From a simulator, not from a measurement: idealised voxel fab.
process module | voxel self aligned contacts
cross-section cut | 240 nm wide | cells 5 nm
A cross-section is a grid of square cells, given in bands from the top down. A band is one or more rows of cells.
Each band's line starts with the height of the band's top and of its bottom, in nm. Then come its materials from left to right, each with its width in nm. One material with "throughout" fills the band from edge to edge. "air" is empty space.
Height 0 is the level under which the wafer as received is all one material. The lowest band goes on downwards, as in "0 down".
A width such as "30 to 40" changes by the same amount from each row of cells to the next, from the band's top row to its bottom row.
"no change" after a step means that no cell of the cross-section changed.
closed voids: empty space of 8 cells or more with no open way to the top, each as width x height at its distance from the left edge, in nm
after a step's settings: what the simulator itself notes on the step
overlay nm, on a step with a mask: how far to the right of its planned place the mask lay; to the left if negative
Each pair below shows a cross-section before one step and the cross-section after it, down to the lowest band that changed. The line under each pair gives the step between them, with its settings. The pairs can come from different runs of this module on the same starting wafer, so a pair continues from the pair above only where its "before" says so.
before
  40 to 35: SiN throughout
  35 to 20: SiO2 throughout
  20 to 0: polySi throughout
  0 to -5: SiO2 throughout
  -5 down: Si throughout
  closed voids: none
after
  35 to 20: SiO2 throughout
  below 20: unchanged
  closed voids: none
the step between: op DIRECTIONAL_ETCH | etch materials SiN | depth nm 5
before: the cross-section after the pair above
after
  50 to 20: SiO2 throughout
  below 20: unchanged
  closed voids: none
the step between: op FILL_DEP | material SiO2 | thk nm 15
before: the cross-section after the pair above
after
  40 to 20: SiO2 throughout
  below 20: unchanged
  closed voids: none
the step between: op CMP | height nm 40
before: the cross-section after the pair above
after
  55 to 40: resist 100 | air 40 | resist 100
  below 40: unchanged
  closed voids: none
the step between: op PATTERN | tone open | mask id CONTACT | material resist | width nm 40 | thk nm 15 | overlay nm 0
before: the cross-section after the pair above
after
  55 to 40: resist 100 | air 40 | resist 100
  40 to 20: SiO2 100 | air 40 | SiO2 100
  below 20: unchanged
  closed voids: none
the step between: op DIRECTIONAL_ETCH | etch materials SiO2 | depth nm 45
before: the cross-section after the pair above
after
  40 to 20: SiO2 100 | air 40 | SiO2 100
  below 20: unchanged
  closed voids: none
the step between: op STRIP | etch materials resist
before: the cross-section after the pair above
after
  45 to 40: TiN 105 | air 30 | TiN 105
  40 to 25: SiO2 100 | TiN 5 | air 30 | TiN 5 | SiO2 100
  25 to 20: SiO2 100 | TiN 40 | SiO2 100
  below 20: unchanged
  closed voids: none
the step between: op CONFORMAL_DEP | material TiN | thk nm 5
before: the cross-section after the pair above
after
  50 to 45: Ru throughout
  45 to 40: TiN 105 | Ru 30 | TiN 105
  40 to 25: SiO2 100 | TiN 5 | Ru 30 | TiN 5 | SiO2 100
  below 25: unchanged
  closed voids: none
the step between: op FILL_DEP | material Ru | thk nm 5
before: the cross-section after the pair above
after
  40 to 25: SiO2 100 | TiN 5 | Ru 30 | TiN 5 | SiO2 100
  below 25: unchanged
  closed voids: none
the step between: op CMP | height nm 40
before: the cross-section after the pair above
after
  45 to 40: SiCN throughout
  below 40: unchanged
  closed voids: none
the step between: op CONFORMAL_DEP | material SiCN | thk nm 5
before
  40 to 35: SiO2 throughout
  35 to 20: SiO2 70 | SiN 40 | SiO2 20 | SiN 40 | SiO2 70
  20 to 0: SiO2 70 | SiN 5 | polySi 30 | SiN 5 | SiO2 20 | SiN 5 | polySi 30 | SiN 5 | SiO2 70
  0 to -5: SiO2 throughout
  -5 down: Si throughout
  closed voids: none
after
  55 to 40: air 100 | resist 40 | air 100
  below 40: unchanged
  closed voids: none
the step between: op PATTERN | tone cover | mask id CONTACT | material resist | width nm 40 | thk nm 15 | overlay nm 0
before: the cross-section after the pair above
after
  55 to 40: air 100 | resist 40 | air 100
  40 to 35: air 100 | SiO2 40 | air 100
  35 to 20: air 70 | SiN 40 | SiO2 20 | SiN 40 | air 70
  20 to 0: air 70 | SiN 5 | polySi 30 | SiN 5 | SiO2 20 | SiN 5 | polySi 30 | SiN 5 | air 70
  0 to -5: air 70 | SiO2 100 | air 70
  below -5: unchanged
  closed voids: none
the step between: op DIRECTIONAL_ETCH | etch materials SiO2 | depth nm 45
before: the cross-section after the pair above
after
  40 to 35: air 100 | SiO2 40 | air 100
  below 35: unchanged
  closed voids: none
the step between: op STRIP | etch materials resist
before: the cross-section after the pair above
after
  45 to 40: air 95 | TiN 50 | air 95
  40 to 35: air 65 | TiN 35 | SiO2 40 | TiN 35 | air 65
  35 to 20: air 65 | TiN 5 | SiN 40 | SiO2 20 | SiN 40 | TiN 5 | air 65
  20 to 0: air 65 | TiN 5 | SiN 5 | polySi 30 | SiN 5 | SiO2 20 | SiN 5 | polySi 30 | SiN 5 | TiN 5 | air 65
  0 to -5: TiN 70 | SiO2 100 | TiN 70
  below -5: unchanged
  closed voids: none
the step between: op CONFORMAL_DEP | material TiN | thk nm 5
before: the cross-section after the pair above
after
  50 to 45: Ru throughout
  45 to 40: Ru 95 | TiN 50 | Ru 95
  40 to 35: Ru 65 | TiN 35 | SiO2 40 | TiN 35 | Ru 65
  35 to 20: Ru 65 | TiN 5 | SiN 40 | SiO2 20 | SiN 40 | TiN 5 | Ru 65
  20 to 0: Ru 65 | TiN 5 | SiN 5 | polySi 30 | SiN 5 | SiO2 20 | SiN 5 | polySi 30 | SiN 5 | TiN 5 | Ru 65
  below 0: unchanged
  closed voids: none
the step between: op FILL_DEP | material Ru | thk nm 5
before: the cross-section after the pair above
after
  40 to 35: Ru 65 | TiN 35 | SiO2 40 | TiN 35 | Ru 65
  below 35: unchanged
  closed voids: none
the step between: op CMP | height nm 40
before: the cross-section after the pair above
after
  45 to 40: SiCN throughout
  below 40: unchanged
  closed voids: none
the step between: op CONFORMAL_DEP | material SiCN | thk nm 5
